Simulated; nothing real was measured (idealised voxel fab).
Process module name: voxel gate over fins
We display cut, a cross-section 235 nm in width whose square cells are each 5 nm.
Think of the cross-section as a grid of square cells. We describe it in bands, top to bottom, and each band covers one or more rows of those cells. The band entry comprises the height of the band's top followed by the height of its bottom, expressed in nm, and subsequently the band's materials from left to right, each stated together with its width in nm. Where a single material is marked with the word "edge to edge", that material fills the band from edge to edge. The word "blank" represents empty space. All heights in this document are referenced to 0, defined as the level beneath which the wafer, as received, consists entirely of one material. The lowest band is not bounded below; it extends indefinitely downward and is written in the form "from 0 down". The expression "30 to 40" gives the width at the extremes of the band, the first number at its top row of cells and the second at its bottom row, with the width changing by equal amounts from each row to the next in between. "nothing changed" means the step left every cell of the cross-section as it was. "Sealed void list" enumerates empty spaces isolated from the top, with no open way to it, that contain at least 8 cells, giving each as width x height at distance from the left edge, all three in nm. Note: text after step settings on the step line = simulator remark on that step. overlay nm: step with mask; distance mask lay right of planned place; negative value = left of planned place.
THESE ARE THE STEPS WE PLANNED FOR THE PROCESS
- 1: RECEIVE | material Si
- 2: CONFORMAL_DEP | material SiN | thk nm 5
- 3: MASKED_ETCH | tone cover | mask id FINS | width nm 15 | pitch nm 55 | etch materials SiN | depth nm 5 | overlay nm 0
- 4: MASKED_ETCH | tone cover | mask id FINS | width nm 15 | pitch nm 55 | etch materials Si | depth nm 40 | overlay nm 0
- 5: OXIDIZE | depth nm 5
- 6: FILL_DEP | material SiO2 | thk nm 10
- 7: CMP | height nm 5
- 8: PATTERN | tone open | mask id RAIL | material resist | width nm 15 | thk nm 20 | overlay nm 0
- 9: DIRECTIONAL_ETCH | etch materials SiO2 | depth nm 40
- 10: STRIP | etch materials resist
- 11: CONFORMAL_DEP | material TiN | thk nm 5
- 12: FILL_DEP | material Ru | thk nm 5
- 13: CMP | height nm 5
- 14: SELECTIVE_ETCH | etch materials W Ru TiN | depth nm 25
- 15: FILL_DEP | material SiO2 | thk nm 5
- 16: CMP | height nm 5
- 17: SELECTIVE_ETCH | etch materials SiO2 | depth nm 15
- 18: STRIP | etch materials SiN
- 19: CONFORMAL_DEP | material HfO2 | thk nm 5
- 20: CONFORMAL_DEP | material TiN | thk nm 5
- 21: CONFORMAL_DEP | material TiAl | thk nm 5
- 22: CONFORMAL_DEP | material TiN | thk nm 5
- 23: FILL_DEP | material W | thk nm 15
- 24: CMP | height nm 30
- 25: CONFORMAL_DEP | material SiN | thk nm 5
CROSS-SECTION, INCOMING MATERIAL, AFTER STEP 1
from 0 down: Si edge to edge
Sealed void list: none
POST-MODULE CROSS-SECTION OF THE FIRST OF TWO WAFERS (RUN PER PLAN)
from 35 to 30: SiN edge to edge
from 30 to 20: W edge to edge
from 20 to 15: W: 65; TiN: 45; W: 10; TiN: 45; W: 70
from 15 to 10: W: 65; TiN: 5; TiAl: 35; TiN: 5; W: 10; TiN: 5; TiAl: 35; TiN: 5; W: 70
from 10 to 5: TiN: 70; TiAl: 5; TiN: 25; TiAl: 5; TiN: 20; TiAl: 5; TiN: 25; TiAl: 5; TiN: 75
from 5 to 0: TiAl: 75; TiN: 5; HfO2: 15; TiN: 5; TiAl: 30; TiN: 5; HfO2: 15; TiN: 5; TiAl: 80
from 0 to -5: TiN: 80; HfO2: 5; Si: 5; HfO2: 5; TiN: 40; HfO2: 5; Si: 5; HfO2: 5; TiN: 85
from -5 to -10: HfO2: 85; Si: 5; HfO2: 50; Si: 5; HfO2: 90
from -10 to -20: SiO2: 85; Si: 5; SiO2: 50; Si: 5; SiO2: 90
from -20 to -30: SiO2: 85; Si: 5; SiO2: 15; TiN: 5; Ru: 5; TiN: 5; SiO2: 20; Si: 5; SiO2: 90
from -30 to -35: SiO2: 85; Si: 5; SiO2: 15; TiN: 15; SiO2: 20; Si: 5; SiO2: 90
from -35 to -45: SiO2: 85; Si: 5; SiO2: 50; Si: 5; SiO2: 90
from -45 down: Si edge to edge
Sealed void list: none
END OF MODULE, SECOND WAFER, CROSS-SECTION. STARTED LIKE THE FIRST, PLANNED LIKE THE FIRST, RUN WITH ONE MISTAKE
from 35 to 30: SiN edge to edge
from 30 to 20: W edge to edge
from 20 to 15: W: 65; TiN: 45; W: 10; TiN: 45; W: 70
from 15 to 10: W: 65; TiN: 5; TiAl: 35; TiN: 5; W: 10; TiN: 5; TiAl: 35; TiN: 5; W: 70
from 10 to 5: TiN: 70; TiAl: 5; HfO2: 25; TiAl: 5; TiN: 20; TiAl: 5; HfO2: 25; TiAl: 5; TiN: 75
from 5 to 0: TiAl: 75; HfO2: 5; TiN: 15; HfO2: 5; TiAl: 30; HfO2: 5; TiN: 15; HfO2: 5; TiAl: 80
from 0 to -5: HfO2: 80; TiN: 5; Si: 5; TiN: 5; HfO2: 40; TiN: 5; Si: 5; TiN: 5; HfO2: 85
from -5 to -10: TiN: 85; Si: 5; TiN: 50; Si: 5; TiN: 90
from -10 to -20: SiO2: 85; Si: 5; SiO2: 50; Si: 5; SiO2: 90
from -20 to -30: SiO2: 85; Si: 5; SiO2: 15; TiN: 5; Ru: 5; TiN: 5; SiO2: 20; Si: 5; SiO2: 90
from -30 to -35: SiO2: 85; Si: 5; SiO2: 15; TiN: 15; SiO2: 20; Si: 5; SiO2: 90
from -35 to -45: SiO2: 85; Si: 5; SiO2: 50; Si: 5; SiO2: 90
from -45 down: Si edge to edge
Sealed void list: none
Nonconformance to the process plan: steps 19 and 20: order swapped relative to plan
Heads up: at the end the two wafers have identical cell counts per material, they're just laid out differently.
